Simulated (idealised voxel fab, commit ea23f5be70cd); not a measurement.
The process module presented herein is designated voxel self aligned contacts.
Pictured: cross-section cut, 300 nm wide, on a grid of 5 nm square cells.
Notation: cross-section as square-cell grid; stated in bands, top first, going down; one or more cell rows per band.
Top height, bottom height, nm. Materials left to right, width each, nm. Single material + "all across" = fills band edge to edge. "empty" = empty.
Heights from 0 (as-received wafer is one material below). Bottom band endless downward, as "from 0 down".
The width entry "30->40" should be interpreted row by row: the top row of cells in the band takes the first number, the bottom row takes the second number, and the change between adjacent rows is uniform throughout.
"remained the same", as given for a step, is the statement that not any cell of the cross-section underwent a change during that step.
Closed empty spaces (no open way to the top) of 8 cells or more are what "Closed void entries" lists, each as width x height at distance from the left edge, nm for all three.
It should be noted that, on the line of a given step, the content following the step's settings is a remark produced by the simulator itself with respect to that step.
overlay nm: how far to the right of its planned place the mask lay on this masked step (negative: to the left).
[Process steps (planned)]
1: RECEIVE (material Si)
2: OXIDIZE (depth nm 5)
3: DIRECTIONAL_DEP (material polySi; thk nm 20)
4: DIRECTIONAL_DEP (material SiN; thk nm 15)
5: MASKED_ETCH (tone cover; mask id GATE; width nm 25; pitch nm 60; etch materials SiN; depth nm 15; overlay nm 0)
6: MASKED_ETCH (tone cover; mask id GATE; width nm 25; pitch nm 60; etch materials polySi; depth nm 20; overlay nm 0)
7: CONFORMAL_DEP (material SiN; thk nm 5)
8: DIRECTIONAL_ETCH (etch materials SiN; depth nm 5)
9: FILL_DEP (material SiO2; thk nm 15)
10: CMP (height nm 40)
11: DIRECTIONAL_DEP (material aC; thk nm 10)
12: PATTERN (tone open; mask id CONTACT; material resist; width nm 45; thk nm 30; overlay nm 0)
13: DIRECTIONAL_ETCH (etch materials aC; depth nm 10)
14: STRIP (etch materials resist)
15: DIRECTIONAL_ETCH (etch materials SiO2; depth nm 45)
16: STRIP (etch materials aC)
17: CONFORMAL_DEP (material TiN; thk nm 5)
18: FILL_DEP (material Ru; thk nm 5)
19: CMP (height nm 40)
20: CONFORMAL_DEP (material SiN; thk nm 5)
[As-received wafer cross-section (after step 1)]
    from 0 down | Si all across
    Closed void entries: none
[Module complete - cross-section of the first of two wafers, run according to plan]
    from 45 to 40 | SiN all across
    from 40 to 35 | SiO2: 125, TiN: 15, Ru: 15, TiN: 15, SiO2: 130
    from 35 to 20 | SiO2: 100, SiN: 35, TiN: 5, Ru: 15, TiN: 5, SiN: 35, SiO2: 105
    from 20 to 0 | SiO2: 100, SiN: 5, polySi: 25, SiN: 5, TiN: 5, Ru: 15, TiN: 5, SiN: 5, polySi: 25, SiN: 5, SiO2: 105
    from 0 to -5 | SiO2: 135, TiN: 25, SiO2: 140
    from -5 down | Si all across
    Closed void entries: none
[End of module, second wafer, cross-section. Started like the first, planned like the first, run with one mistake]
    from 45 to 40 | SiN all across
    from 40 to 35 | SiO2: 125, TiN: 15, Ru: 15, TiN: 15, SiO2: 130
    from 35 to 20 | SiO2: 100, SiN: 35, TiN: 5, Ru: 15, TiN: 5, SiN: 35, SiO2: 105
    from 20 to 5 | SiO2: 100, SiN: 5, polySi: 25, SiN: 5, TiN: 5, Ru: 15, TiN: 5, SiN: 5, polySi: 25, SiN: 5, SiO2: 105
    from 5 to 0 | SiO2: 100, SiN: 5, polySi: 25, SiN: 5, TiN: 25, SiN: 5, polySi: 25, SiN: 5, SiO2: 105
    from 0 down | Si all across
    Closed void entries: none
Diagnosis: execution of step 2 of the plan did not take place, the step having been omitted
Bottom line after processing is that, in cells, the second wafer is up or down on some materials versus the first: 3 fewer of Ru | 60 more of Si | 55 fewer of SiO2 | 2 fewer of TiN
